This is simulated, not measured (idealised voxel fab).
process module | voxel fin reveal
cross-section cut | 150 nm wide | cells 5 nm
A cross-section is a grid of square cells, given in bands from the top down. A band is one or more rows of cells.
Each band's line starts with the height of the band's top and of its bottom, in nm. Then come its materials from left to right, each with its width in nm. One material with "throughout" fills the band from edge to edge. "air" is empty space.
Height 0 is the level under which the wafer as received is all one material. The lowest band goes on downwards, as in "0 down".
A width such as "30 to 40" changes by the same amount from each row of cells to the next, from the band's top row to its bottom row.
"no change" after a step means that no cell of the cross-section changed.
closed voids: empty space of 8 cells or more with no open way to the top, each as width x height at its distance from the left edge, in nm
after a step's settings: what the simulator itself notes on the step
overlay nm, on a step with a mask: how far to the right of its planned place the mask lay; to the left if negative
plan
1 op RECEIVE | material Si
2 op CONFORMAL_DEP | material SiN | thk nm 10
3 op PATTERN | tone cover | mask id FINS | material resist | width nm 15 | pitch nm 40 | thk nm 15 | overlay nm 0
4 op DIRECTIONAL_ETCH | etch materials SiN | depth nm 10
5 op DIRECTIONAL_ETCH | etch materials Si | depth nm 30
6 op STRIP | etch materials resist
7 op FILL_DEP | material SiO2 | thk nm 5
8 op CMP | height nm 0
9 op SELECTIVE_ETCH | etch materials SiO2 | depth nm 25
10 op STRIP | etch materials SiN
11 op CONFORMAL_DEP | material HfO2 | thk nm 5
varied across the wafers: height nm of step 8. The plan shows the first wafer's value. All wafers start alike
first wafer as received, after step 1
  0 down: Si throughout
  closed voids: none
first wafer at the end, after step 11
  5 to 0: air 20 | HfO2 25 | air 15 | HfO2 25 | air 15 | HfO2 25 | air 25
  0 to -20: air 20 | HfO2 5 | Si 15 | HfO2 5 | air 15 | HfO2 5 | Si 15 | HfO2 5 | air 15 | HfO2 5 | Si 15 | HfO2 5 | air 25
  -20 to -25: HfO2 25 | Si 15 | HfO2 25 | Si 15 | HfO2 25 | Si 15 | HfO2 30
  -25 to -30: SiO2 25 | Si 15 | SiO2 25 | Si 15 | SiO2 25 | Si 15 | SiO2 30
  -30 down: Si throughout
  closed voids: none
last wafer at the end
  5 to 0: air 20 | HfO2 25 | air 15 | HfO2 25 | air 15 | HfO2 25 | air 25
  0 to -5: air 20 | HfO2 5 | Si 15 | HfO2 5 | air 15 | HfO2 5 | Si 15 | HfO2 5 | air 15 | HfO2 5 | Si 15 | HfO2 5 | air 25
  -5 to -10: HfO2 25 | Si 15 | HfO2 25 | Si 15 | HfO2 25 | Si 15 | HfO2 30
  -10 to -30: SiO2 25 | Si 15 | SiO2 25 | Si 15 | SiO2 25 | Si 15 | SiO2 30
  -30 down: Si throughout
  closed voids: none
each wafer at the end: cells of each material gained (+) or lost (-) since it was received, then its closed voids
height nm 0 | +60 HfO2 | -126 Si | +21 SiO2 | closed voids: none
height nm 5 | +54 HfO2 | -126 Si | +42 SiO2 | closed voids: none
height nm 10 | +48 HfO2 | -126 Si | +63 SiO2 | closed voids: none
height nm 15 | +42 HfO2 | -126 Si | +84 SiO2 | closed voids: none
